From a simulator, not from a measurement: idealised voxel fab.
Module name: voxel gate over fins (process module)
Square cell edge 5 nm, section width 170 nm, ID cut.
Bands, listed from the top down, are how a cross-section gets written in this document; the cross-section itself is a grid of square cells, and a band is one or more rows of them.
Within each band entry, the heights of the top and of the bottom of the band appear first, in that order and in nm; the materials of the band then follow from left to right, each with its corresponding width in nm. The designation "edge to edge" on a single material indicates that it fills the band from edge to edge; the designation "empty" indicates empty space.
Where do heights start? At 0: under that level the wafer as delivered is made of one material only. And the lowest band has no floor; it just carries on downward, as in "from 0 down".
Graded width ("30->40"): value in top row of band = first number; value in bottom row = second number; row-to-row change constant.
It should be understood that the words "same as before", when stated for a given step, signify that the cross-section underwent no change in any of its cells during that step.
"Unvented internal voids" lists enclosed empty spaces (at least 8 cells, no open path upward to the top), each as width x height at distance from the left edge, in nm.
Post-settings text on a step line: simulator's own remark regarding the step.
overlay nm: for a step with a mask, the amount by which the mask lay right of where it was planned; a negative amount means left of it.

List of planned process steps:
1) op RECEIVE | material Si
2) op CONFORMAL_DEP | material SiN | thk nm 5
3) op DIRECTIONAL_DEP | material aC | thk nm 10
4) op PATTERN | tone cover | mask id FINS | material resist | width nm 15 | pitch nm 55 | thk nm 30 | overlay nm 0
5) op DIRECTIONAL_ETCH | etch materials aC | depth nm 10
6) op STRIP | etch materials resist
7) op DIRECTIONAL_ETCH | etch materials SiN | depth nm 5
8) op DIRECTIONAL_ETCH | etch materials Si | depth nm 30
9) op STRIP | etch materials aC
10) op OXIDIZE | depth nm 5
11) op FILL_DEP | material SiO2 | thk nm 5
12) op CMP | height nm 5
13) op MASKED_ETCH | tone open | mask id RAIL | width nm 15 | etch materials SiO2 | depth nm 30 | overlay nm 0
14) op CONFORMAL_DEP | material TiN | thk nm 5
15) op FILL_DEP | material W | thk nm 5
16) op CMP | height nm 5
17) op SELECTIVE_ETCH | etch materials W Ru TiN | depth nm 25
18) op FILL_DEP | material SiO2 | thk nm 5
19) op CMP | height nm 5
20) op SELECTIVE_ETCH | etch materials SiO2 | depth nm 20
21) op STRIP | etch materials SiN
22) op CONFORMAL_DEP | material HfO2 | thk nm 5
23) op CONFORMAL_DEP | material TiN | thk nm 5
24) op FILL_DEP | material W | thk nm 15
25) op CMP | height nm 20
26) op CONFORMAL_DEP | material SiN | thk nm 10

First wafer of two (run as planned):

Here's what the wafer looked like in cross-section when it arrived - that's after step 1:
- from 0 down  Si edge to edge
- Unvented internal voids: none

Step 2 complete: cross-section through the wafer:
- from 5 to 0  SiN edge to edge
- Lower than 0, everything is as it was.

Step 3 complete: cross-section through the wafer:
- from 15 to 5  aC edge to edge
- Lower than 5, everything is as it was.

Step 4 complete: cross-section through the wafer:
- from 45 to 15  20 of empty, 15 of resist, 40 of empty, 15 of resist, 40 of empty, 15 of resist, 25 of empty
- Lower than 15, everything is as it was.

Step 5 complete: cross-section through the wafer:
- from 35 to 15  20 of empty, 15 of resist, 40 of empty, 15 of resist, 40 of empty, 15 of resist, 25 of empty
- from 15 to 5  20 of empty, 15 of aC, 40 of empty, 15 of aC, 40 of empty, 15 of aC, 25 of empty
- Lower than 5, everything is as it was.

Step 6 complete: cross-section through the wafer:
- from 15 to 5  20 of empty, 15 of aC, 40 of empty, 15 of aC, 40 of empty, 15 of aC, 25 of empty
- Lower than 5, everything is as it was.

Step 7 complete: cross-section through the wafer:
- from 15 to 5  20 of empty, 15 of aC, 40 of empty, 15 of aC, 40 of empty, 15 of aC, 25 of empty
- from 5 to 0  20 of empty, 15 of SiN, 40 of empty, 15 of SiN, 40 of empty, 15 of SiN, 25 of empty
- Lower than 0, everything is as it was.

Step 8 complete: cross-section through the wafer:
- from 15 to 5  20 of empty, 15 of aC, 40 of empty, 15 of aC, 40 of empty, 15 of aC, 25 of empty
- from 5 to 0  20 of empty, 15 of SiN, 40 of empty, 15 of SiN, 40 of empty, 15 of SiN, 25 of empty
- from 0 to -30  20 of empty, 15 of Si, 40 of empty, 15 of Si, 40 of empty, 15 of Si, 25 of empty
- Lower than -30, everything is as it was.

Step 9 complete: cross-section through the wafer:
- from 5 to 0  20 of empty, 15 of SiN, 40 of empty, 15 of SiN, 40 of empty, 15 of SiN, 25 of empty
- Lower than 0, everything is as it was.

Step 10 complete: cross-section through the wafer:
- from 5 to 0  20 of empty, 15 of SiN, 40 of empty, 15 of SiN, 40 of empty, 15 of SiN, 25 of empty
- from 0 to -30  20 of empty, 5 of SiO2, 5 of Si, 5 of SiO2, 40 of empty, 5 of SiO2, 5 of Si, 5 of SiO2, 40 of empty, 5 of SiO2, 5 of Si, 5 of SiO2, 25 of empty
- from -30 to -35  25 of SiO2, 5 of Si, 50 of SiO2, 5 of Si, 50 of SiO2, 5 of Si, 30 of SiO2
- Lower than -35, everything is as it was.

Step 11 complete: cross-section through the wafer:
- from 10 to 5  SiO2 edge to edge
- from 5 to 0  20 of SiO2, 15 of SiN, 40 of SiO2, 15 of SiN, 40 of SiO2, 15 of SiN, 25 of SiO2
- from 0 to -35  25 of SiO2, 5 of Si, 50 of SiO2, 5 of Si, 50 of SiO2, 5 of Si, 30 of SiO2
- Lower than -35, everything is as it was.

Step 12 complete: cross-section through the wafer:
- from 5 to 0  20 of SiO2, 15 of SiN, 40 of SiO2, 15 of SiN, 40 of SiO2, 15 of SiN, 25 of SiO2
- Lower than 0, everything is as it was.

Step 13 complete: cross-section through the wafer:
- from 5 to 0  20 of SiO2, 15 of SiN, 10 of SiO2, 15 of empty, 15 of SiO2, 15 of SiN, 40 of SiO2, 15 of SiN, 25 of SiO2
- from 0 to -25  25 of SiO2, 5 of Si, 15 of SiO2, 15 of empty, 20 of SiO2, 5 of Si, 50 of SiO2, 5 of Si, 30 of SiO2
- Lower than -25, everything is as it was.

Step 14 complete: cross-section through the wafer:
- from 10 to 5  50 of TiN, 5 of empty, 115 of TiN
- from 5 to 0  20 of SiO2, 15 of SiN, 10 of SiO2, 5 of TiN, 5 of empty, 5 of TiN, 15 of SiO2, 15 of SiN, 40 of SiO2, 15 of SiN, 25 of SiO2
- from 0 to -20  25 of SiO2, 5 of Si, 15 of SiO2, 5 of TiN, 5 of empty, 5 of TiN, 20 of SiO2, 5 of Si, 50 of SiO2, 5 of Si, 30 of SiO2
- from -20 to -25  25 of SiO2, 5 of Si, 15 of SiO2, 15 of TiN, 20 of SiO2, 5 of Si, 50 of SiO2, 5 of Si, 30 of SiO2
- Lower than -25, everything is as it was.

Step 15 complete: cross-section through the wafer:
- from 15 to 10  W edge to edge
- from 10 to 5  50 of TiN, 5 of W, 115 of TiN
- from 5 to 0  20 of SiO2, 15 of SiN, 10 of SiO2, 5 of TiN, 5 of W, 5 of TiN, 15 of SiO2, 15 of SiN, 40 of SiO2, 15 of SiN, 25 of SiO2
- from 0 to -20  25 of SiO2, 5 of Si, 15 of SiO2, 5 of TiN, 5 of W, 5 of TiN, 20 of SiO2, 5 of Si, 50 of SiO2, 5 of Si, 30 of SiO2
- Lower than -20, everything is as it was.

Step 16 complete: cross-section through the wafer:
- from 5 to 0  20 of SiO2, 15 of SiN, 10 of SiO2, 5 of TiN, 5 of W, 5 of TiN, 15 of SiO2, 15 of SiN, 40 of SiO2, 15 of SiN, 25 of SiO2
- Lower than 0, everything is as it was.

Step 17 complete: cross-section through the wafer:
- from 5 to 0  20 of SiO2, 15 of SiN, 10 of SiO2, 15 of empty, 15 of SiO2, 15 of SiN, 40 of SiO2, 15 of SiN, 25 of SiO2
- from 0 to -20  25 of SiO2, 5 of Si, 15 of SiO2, 15 of empty, 20 of SiO2, 5 of Si, 50 of SiO2, 5 of Si, 30 of SiO2
- Lower than -20, everything is as it was.

Step 18 complete: cross-section through the wafer:
- from 10 to 5  SiO2 edge to edge
- from 5 to 0  20 of SiO2, 15 of SiN, 40 of SiO2, 15 of SiN, 40 of SiO2, 15 of SiN, 25 of SiO2
- from 0 to -20  25 of SiO2, 5 of Si, 50 of SiO2, 5 of Si, 50 of SiO2, 5 of Si, 30 of SiO2
- Lower than -20, everything is as it was.

Step 19 complete: cross-section through the wafer:
- from 5 to 0  20 of SiO2, 15 of SiN, 40 of SiO2, 15 of SiN, 40 of SiO2, 15 of SiN, 25 of SiO2
- Lower than 0, everything is as it was.

Step 20 complete: cross-section through the wafer:
- from 5 to 0  20 of empty, 15 of SiN, 40 of empty, 15 of SiN, 40 of empty, 15 of SiN, 25 of empty
- from 0 to -15  25 of empty, 5 of Si, 50 of empty, 5 of Si, 50 of empty, 5 of Si, 30 of empty
- Lower than -15, everything is as it was.

Step 21 complete: cross-section through the wafer:
- from 0 to -15  25 of empty, 5 of Si, 50 of empty, 5 of Si, 50 of empty, 5 of Si, 30 of empty
- Lower than -15, everything is as it was.

Step 22 complete: cross-section through the wafer:
- from 5 to 0  20 of empty, 15 of HfO2, 40 of empty, 15 of HfO2, 40 of empty, 15 of HfO2, 25 of empty
- from 0 to -10  20 of empty, 5 of HfO2, 5 of Si, 5 of HfO2, 40 of empty, 5 of HfO2, 5 of Si, 5 of HfO2, 40 of empty, 5 of HfO2, 5 of Si, 5 of HfO2, 25 of empty
- from -10 to -15  25 of HfO2, 5 of Si, 50 of HfO2, 5 of Si, 50 of HfO2, 5 of Si, 30 of HfO2
- Lower than -15, everything is as it was.

Step 23 complete: cross-section through the wafer:
- from 10 to 5  15 of empty, 25 of TiN, 30 of empty, 25 of TiN, 30 of empty, 25 of TiN, 20 of empty
- from 5 to 0  15 of empty, 5 of TiN, 15 of HfO2, 5 of TiN, 30 of empty, 5 of TiN, 15 of HfO2, 5 of TiN, 30 of empty, 5 of TiN, 15 of HfO2, 5 of TiN, 20 of empty
- from 0 to -5  15 of empty, 5 of TiN, 5 of HfO2, 5 of Si, 5 of HfO2, 5 of TiN, 30 of empty, 5 of TiN, 5 of HfO2, 5 of Si, 5 of HfO2, 5 of TiN, 30 of empty, 5 of TiN, 5 of HfO2, 5 of Si, 5 of HfO2, 5 of TiN, 20 of empty
- from -5 to -10  20 of TiN, 5 of HfO2, 5 of Si, 5 of HfO2, 40 of TiN, 5 of HfO2, 5 of Si, 5 of HfO2, 40 of TiN, 5 of HfO2, 5 of Si, 5 of HfO2, 25 of TiN
- Lower than -10, everything is as it was.

Step 24 complete: cross-section through the wafer:
- from 25 to 10  W edge to edge
- from 10 to 5  15 of W, 25 of TiN, 30 of W, 25 of TiN, 30 of W, 25 of TiN, 20 of W
- from 5 to 0  15 of W, 5 of TiN, 15 of HfO2, 5 of TiN, 30 of W, 5 of TiN, 15 of HfO2, 5 of TiN, 30 of W, 5 of TiN, 15 of HfO2, 5 of TiN, 20 of W
- from 0 to -5  15 of W, 5 of TiN, 5 of HfO2, 5 of Si, 5 of HfO2, 5 of TiN, 30 of W, 5 of TiN, 5 of HfO2, 5 of Si, 5 of HfO2, 5 of TiN, 30 of W, 5 of TiN, 5 of HfO2, 5 of Si, 5 of HfO2, 5 of TiN, 20 of W
- Lower than -5, everything is as it was.

Step 25 complete: cross-section through the wafer:
- from 20 to 10  W edge to edge
- Lower than 10, everything is as it was.

Step 26 complete: cross-section through the wafer:
- from 30 to 20  SiN edge to edge
- Lower than 20, everything is as it was.

Second wafer. Start and plan as for the first. One mistake made in running. Agrees with the first up to and including step 3:

Cross-section of the second wafer at the time by which step 4 should have been completed according to the plan:
- from 45 to 15  30 of empty, 15 of resist, 40 of empty, 15 of resist, 40 of empty, 15 of resist, 15 of empty
- Lower than 15, everything is as it was.

Cross-section of the second wafer at the time by which step 5 should have been completed according to the plan:
- from 35 to 15  30 of empty, 15 of resist, 40 of empty, 15 of resist, 40 of empty, 15 of resist, 15 of empty
- from 15 to 5  30 of empty, 15 of aC, 40 of empty, 15 of aC, 40 of empty, 15 of aC, 15 of empty
- Lower than 5, everything is as it was.

Cross-section of the second wafer at the time by which step 6 should have been completed according to the plan:
- from 15 to 5  30 of empty, 15 of aC, 40 of empty, 15 of aC, 40 of empty, 15 of aC, 15 of empty
- Lower than 5, everything is as it was.

Cross-section of the second wafer at the time by which step 7 should have been completed according to the plan:
- from 15 to 5  30 of empty, 15 of aC, 40 of empty, 15 of aC, 40 of empty, 15 of aC, 15 of empty
- from 5 to 0  30 of empty, 15 of SiN, 40 of empty, 15 of SiN, 40 of empty, 15 of SiN, 15 of empty
- Lower than 0, everything is as it was.

Cross-section of the second wafer at the time by which step 8 should have been completed according to the plan:
- from 15 to 5  30 of empty, 15 of aC, 40 of empty, 15 of aC, 40 of empty, 15 of aC, 15 of empty
- from 5 to 0  30 of empty, 15 of SiN, 40 of empty, 15 of SiN, 40 of empty, 15 of SiN, 15 of empty
- from 0 to -30  30 of empty, 15 of Si, 40 of empty, 15 of Si, 40 of empty, 15 of Si, 15 of empty
- Lower than -30, everything is as it was.

Cross-section of the second wafer at the time by which step 9 should have been completed according to the plan:
- from 5 to 0  30 of empty, 15 of SiN, 40 of empty, 15 of SiN, 40 of empty, 15 of SiN, 15 of empty
- Lower than 0, everything is as it was.

Cross-section of the second wafer at the time by which step 10 should have been completed according to the plan:
- from 5 to 0  30 of empty, 15 of SiN, 40 of empty, 15 of SiN, 40 of empty, 15 of SiN, 15 of empty
- from 0 to -30  30 of empty, 5 of SiO2, 5 of Si, 5 of SiO2, 40 of empty, 5 of SiO2, 5 of Si, 5 of SiO2, 40 of empty, 5 of SiO2, 5 of Si, 5 of SiO2, 15 of empty
- from -30 to -35  35 of SiO2, 5 of Si, 50 of SiO2, 5 of Si, 50 of SiO2, 5 of Si, 20 of SiO2
- Lower than -35, everything is as it was.

Cross-section of the second wafer at the time by which step 11 should have been completed according to the plan:
- from 10 to 5  SiO2 edge to edge
- from 5 to 0  30 of SiO2, 15 of SiN, 40 of SiO2, 15 of SiN, 40 of SiO2, 15 of SiN, 15 of SiO2
- from 0 to -35  35 of SiO2, 5 of Si, 50 of SiO2, 5 of Si, 50 of SiO2, 5 of Si, 20 of SiO2
- Lower than -35, everything is as it was.

Cross-section of the second wafer at the time by which step 12 should have been completed according to the plan:
- from 5 to 0  30 of SiO2, 15 of SiN, 40 of SiO2, 15 of SiN, 40 of SiO2, 15 of SiN, 15 of SiO2
- Lower than 0, everything is as it was.

Cross-section of the second wafer at the time by which step 13 should have been completed according to the plan:
- from 5 to 0  30 of SiO2, 15 of SiN, 15 of empty, 25 of SiO2, 15 of SiN, 40 of SiO2, 15 of SiN, 15 of SiO2
- from 0 to -25  35 of SiO2, 5 of Si, 5 of SiO2, 15 of empty, 30 of SiO2, 5 of Si, 50 of SiO2, 5 of Si, 20 of SiO2
- Lower than -25, everything is as it was.

Cross-section of the second wafer at the time by which step 14 should have been completed according to the plan:
- from 10 to 5  50 of TiN, 5 of empty, 115 of TiN
- from 5 to 0  30 of SiO2, 15 of SiN, 5 of TiN, 5 of empty, 5 of TiN, 25 of SiO2, 15 of SiN, 40 of SiO2, 15 of SiN, 15 of SiO2
- from 0 to -20  35 of SiO2, 5 of Si, 5 of SiO2, 5 of TiN, 5 of empty, 5 of TiN, 30 of SiO2, 5 of Si, 50 of SiO2, 5 of Si, 20 of SiO2
- from -20 to -25  35 of SiO2, 5 of Si, 5 of SiO2, 15 of TiN, 30 of SiO2, 5 of Si, 50 of SiO2, 5 of Si, 20 of SiO2
- Lower than -25, everything is as it was.

Cross-section of the second wafer at the time by which step 15 should have been completed according to the plan:
- from 15 to 10  W edge to edge
- from 10 to 5  50 of TiN, 5 of W, 115 of TiN
- from 5 to 0  30 of SiO2, 15 of SiN, 5 of TiN, 5 of W, 5 of TiN, 25 of SiO2, 15 of SiN, 40 of SiO2, 15 of SiN, 15 of SiO2
- from 0 to -20  35 of SiO2, 5 of Si, 5 of SiO2, 5 of TiN, 5 of W, 5 of TiN, 30 of SiO2, 5 of Si, 50 of SiO2, 5 of Si, 20 of SiO2
- Lower than -20, everything is as it was.

Cross-section of the second wafer at the time by which step 16 should have been completed according to the plan:
- from 5 to 0  30 of SiO2, 15 of SiN, 5 of TiN, 5 of W, 5 of TiN, 25 of SiO2, 15 of SiN, 40 of SiO2, 15 of SiN, 15 of SiO2
- Lower than 0, everything is as it was.

Cross-section of the second wafer at the time by which step 17 should have been completed according to the plan:
- from 5 to 0  30 of SiO2, 15 of SiN, 15 of empty, 25 of SiO2, 15 of SiN, 40 of SiO2, 15 of SiN, 15 of SiO2
- from 0 to -20  35 of SiO2, 5 of Si, 5 of SiO2, 15 of empty, 30 of SiO2, 5 of Si, 50 of SiO2, 5 of Si, 20 of SiO2
- Lower than -20, everything is as it was.

Cross-section of the second wafer at the time by which step 18 should have been completed according to the plan:
- from 10 to 5  SiO2 edge to edge
- from 5 to 0  30 of SiO2, 15 of SiN, 40 of SiO2, 15 of SiN, 40 of SiO2, 15 of SiN, 15 of SiO2
- from 0 to -20  35 of SiO2, 5 of Si, 50 of SiO2, 5 of Si, 50 of SiO2, 5 of Si, 20 of SiO2
- Lower than -20, everything is as it was.

Cross-section of the second wafer at the time by which step 19 should have been completed according to the plan:
- from 5 to 0  30 of SiO2, 15 of SiN, 40 of SiO2, 15 of SiN, 40 of SiO2, 15 of SiN, 15 of SiO2
- Lower than 0, everything is as it was.

Cross-section of the second wafer at the time by which step 20 should have been completed according to the plan:
- from 5 to 0  30 of empty, 15 of SiN, 40 of empty, 15 of SiN, 40 of empty, 15 of SiN, 15 of empty
- from 0 to -15  35 of empty, 5 of Si, 50 of empty, 5 of Si, 50 of empty, 5 of Si, 20 of empty
- Lower than -15, everything is as it was.

Cross-section of the second wafer at the time by which step 21 should have been completed according to the plan:
- from 0 to -15  35 of empty, 5 of Si, 50 of empty, 5 of Si, 50 of empty, 5 of Si, 20 of empty
- Lower than -15, everything is as it was.

Cross-section of the second wafer at the time by which step 22 should have been completed according to the plan:
- from 5 to 0  30 of empty, 15 of HfO2, 40 of empty, 15 of HfO2, 40 of empty, 15 of HfO2, 15 of empty
- from 0 to -10  30 of empty, 5 of HfO2, 5 of Si, 5 of HfO2, 40 of empty, 5 of HfO2, 5 of Si, 5 of HfO2, 40 of empty, 5 of HfO2, 5 of Si, 5 of HfO2, 15 of empty
- from -10 to -15  35 of HfO2, 5 of Si, 50 of HfO2, 5 of Si, 50 of HfO2, 5 of Si, 20 of HfO2
- Lower than -15, everything is as it was.

Cross-section of the second wafer at the time by which step 23 should have been completed according to the plan:
- from 10 to 5  25 of empty, 25 of TiN, 30 of empty, 25 of TiN, 30 of empty, 25 of TiN, 10 of empty
- from 5 to 0  25 of empty, 5 of TiN, 15 of HfO2, 5 of TiN, 30 of empty, 5 of TiN, 15 of HfO2, 5 of TiN, 30 of empty, 5 of TiN, 15 of HfO2, 5 of TiN, 10 of empty
- from 0 to -5  25 of empty, 5 of TiN, 5 of HfO2, 5 of Si, 5 of HfO2, 5 of TiN, 30 of empty, 5 of TiN, 5 of HfO2, 5 of Si, 5 of HfO2, 5 of TiN, 30 of empty, 5 of TiN, 5 of HfO2, 5 of Si, 5 of HfO2, 5 of TiN, 10 of empty
- from -5 to -10  30 of TiN, 5 of HfO2, 5 of Si, 5 of HfO2, 40 of TiN, 5 of HfO2, 5 of Si, 5 of HfO2, 40 of TiN, 5 of HfO2, 5 of Si, 5 of HfO2, 15 of TiN
- Lower than -10, everything is as it was.

Cross-section of the second wafer at the time by which step 24 should have been completed according to the plan:
- from 25 to 10  W edge to edge
- from 10 to 5  25 of W, 25 of TiN, 30 of W, 25 of TiN, 30 of W, 25 of TiN, 10 of W
- from 5 to 0  25 of W, 5 of TiN, 15 of HfO2, 5 of TiN, 30 of W, 5 of TiN, 15 of HfO2, 5 of TiN, 30 of W, 5 of TiN, 15 of HfO2, 5 of TiN, 10 of W
- from 0 to -5  25 of W, 5 of TiN, 5 of HfO2, 5 of Si, 5 of HfO2, 5 of TiN, 30 of W, 5 of TiN, 5 of HfO2, 5 of Si, 5 of HfO2, 5 of TiN, 30 of W, 5 of TiN, 5 of HfO2, 5 of Si, 5 of HfO2, 5 of TiN, 10 of W
- Lower than -5, everything is as it was.

Cross-section of the second wafer at the time by which step 25 should have been completed according to the plan:
- from 20 to 10  W edge to edge
- Lower than 10, everything is as it was.

Cross-section of the second wafer at the time by which step 26 should have been completed according to the plan:
- from 30 to 20  SiN edge to edge
- Lower than 20, everything is as it was.
In executing the process, a mistake was made relative to the plan: step 4: run off-plan, actual operation and settings op PATTERN | tone cover | mask id FINS | material resist | width nm 15 | pitch nm 55 | thk nm 30 | overlay nm 10
At the end, each material covers as many cells on the second wafer as it does on the first, though the cells it covers are elsewhere.
